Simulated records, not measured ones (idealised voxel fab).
process module | voxel self aligned vias
The cross-section shown here is cut; it is 300 nm wide and divided into square cells measuring 5 nm on a side.
Each cross-section below is a grid of square cells, stated as bands in top-down order, with one or more rows of cells making up each band.
Per band: top height and bottom height in nm, followed by the left-to-right materials and their widths in nm; "edge to edge" marks a single material spanning edge to edge, "blank" marks empty space.
Height is counted from the level 0, under which the received wafer is composed throughout of one material. The lowest of the bands is not closed at the bottom but continues downward, in the notation "top 0, no bottom".
Quick explanation for "30 to 40": the width changes in equal steps down the rows of cells, from the first number in the band's top row to the second number in its bottom row.
Reading "remains unaltered" for a step: not a cell of the cross-section changed in it.
"Voids, sealed" contains a list of empty spaces, each no smaller than 8 cells and without an open way to the top, written in the form width x height at distance with the distance from the left edge and all three in nm.
Whatever follows a step's settings on its line is a remark the simulator itself makes about that step.
"overlay nm", when on a step's line for a step with a mask, measures how far to the right of its planned place the mask lay; a negative measure means to the left.
Each pair below shows a cross-section before one step and the cross-section after it, down to the lowest band that changed. The line under each pair gives the step between them, with its settings. The pairs can come from different runs of this module on the same starting wafer, so a pair continues from the pair above only where its "Ex-ante state" says so.

Ex-ante state
  top 75, bottom 65: aC edge to edge
  top 65, bottom 45: SiO2 edge to edge
  top 45, bottom 40: 80 of SiO2 | 20 of SiN | 40 of SiO2 | 20 of SiN | 40 of SiO2 | 20 of SiN | 80 of SiO2
  top 40, bottom 25: 80 of SiO2 | 5 of TiN | 10 of W | 5 of TiN | 40 of SiO2 | 5 of TiN | 10 of W | 5 of TiN | 40 of SiO2 | 5 of TiN | 10 of W | 5 of TiN | 80 of SiO2
  top 25, bottom 20: 80 of SiO2 | 20 of TiN | 40 of SiO2 | 20 of TiN | 40 of SiO2 | 20 of TiN | 80 of SiO2
  top 20, bottom 15: SiCN edge to edge
  top 15, bottom 0: SiO2 edge to edge
  top 0, no bottom: Si edge to edge
  Voids, sealed: none

Sectional Result
  top 105, bottom 75: 70 of blank | 40 of resist | 20 of blank | 40 of resist | 20 of blank | 40 of resist | 70 of blank
  Nothing below the height 75 has changed.
  Voids, sealed: none
Step that separates the before view from the after view above: PATTERN (tone cover; mask id VIAS; material resist; width nm 40; pitch nm 60; thk nm 30; overlay nm 0)

Ex-ante state: = after-state of the pair above.

Sectional Result
  top 95, bottom 75: 70 of blank | 40 of resist | 20 of blank | 40 of resist | 20 of blank | 40 of resist | 70 of blank
  top 75, bottom 65: 70 of blank | 40 of aC | 20 of blank | 40 of aC | 20 of blank | 40 of aC | 70 of blank
  Nothing below the height 65 has changed.
  Voids, sealed: none
Step that separates the before view from the after view above: DIRECTIONAL_ETCH (etch materials aC; depth nm 10)

Ex-ante state: = after-state of the pair above.

Sectional Result
  top 75, bottom 65: 70 of blank | 40 of aC | 20 of blank | 40 of aC | 20 of blank | 40 of aC | 70 of blank
  Nothing below the height 65 has changed.
  Voids, sealed: none
Step that separates the before view from the after view above: STRIP (etch materials resist)

Ex-ante state: = after-state of the pair above.

Sectional Result
  top 75, bottom 65: 70 of blank | 40 of aC | 20 of blank | 40 of aC | 20 of blank | 40 of aC | 70 of blank
  top 65, bottom 45: 70 of blank | 40 of SiO2 | 20 of blank | 40 of SiO2 | 20 of blank | 40 of SiO2 | 70 of blank
  Nothing below the height 45 has changed.
  Voids, sealed: none
Step that separates the before view from the after view above: DIRECTIONAL_ETCH (etch materials SiO2; depth nm 20)

Ex-ante state: = after-state of the pair above.

Sectional Result
  top 65, bottom 45: 70 of blank | 40 of SiO2 | 20 of blank | 40 of SiO2 | 20 of blank | 40 of SiO2 | 70 of blank
  Nothing below the height 45 has changed.
  Voids, sealed: none
Step that separates the before view from the after view above: STRIP (etch materials aC)

Ex-ante state: = after-state of the pair above.

Sectional Result
  top 70, bottom 65: 65 of blank | 50 of TiN | 10 of blank | 50 of TiN | 10 of blank | 50 of TiN | 65 of blank
  top 65, bottom 50: 65 of blank | 5 of TiN | 40 of SiO2 | 5 of TiN | 10 of blank | 5 of TiN | 40 of SiO2 | 5 of TiN | 10 of blank | 5 of TiN | 40 of SiO2 | 5 of TiN | 65 of blank
  top 50, bottom 45: 70 of TiN | 40 of SiO2 | 20 of TiN | 40 of SiO2 | 20 of TiN | 40 of SiO2 | 70 of TiN
  Nothing below the height 45 has changed.
  Voids, sealed: none
Step that separates the before view from the after view above: CONFORMAL_DEP (material TiN; thk nm 5)

Ex-ante state: = after-state of the pair above.

Sectional Result
  top 80, bottom 70: Ru edge to edge
  top 70, bottom 65: 65 of Ru | 50 of TiN | 10 of Ru | 50 of TiN | 10 of Ru | 50 of TiN | 65 of Ru
  top 65, bottom 50: 65 of Ru | 5 of TiN | 40 of SiO2 | 5 of TiN | 10 of Ru | 5 of TiN | 40 of SiO2 | 5 of TiN | 10 of Ru | 5 of TiN | 40 of SiO2 | 5 of TiN | 65 of Ru
  Nothing below the height 50 has changed.
  Voids, sealed: none
Step that separates the before view from the after view above: FILL_DEP (material Ru; thk nm 10)

Ex-ante state: = after-state of the pair above.

Sectional Result
  top 65, bottom 50: 65 of Ru | 5 of TiN | 40 of SiO2 | 5 of TiN | 10 of Ru | 5 of TiN | 40 of SiO2 | 5 of TiN | 10 of Ru | 5 of TiN | 40 of SiO2 | 5 of TiN | 65 of Ru
  Nothing below the height 50 has changed.
  Voids, sealed: none
Step that separates the before view from the after view above: CMP (height nm 65)

Ex-ante state: = after-state of the pair above.

Sectional Result
  top 70, bottom 65: SiN edge to edge
  Nothing below the height 65 has changed.
  Voids, sealed: none
Step that separates the before view from the after view above: CONFORMAL_DEP (material SiN; thk nm 5)
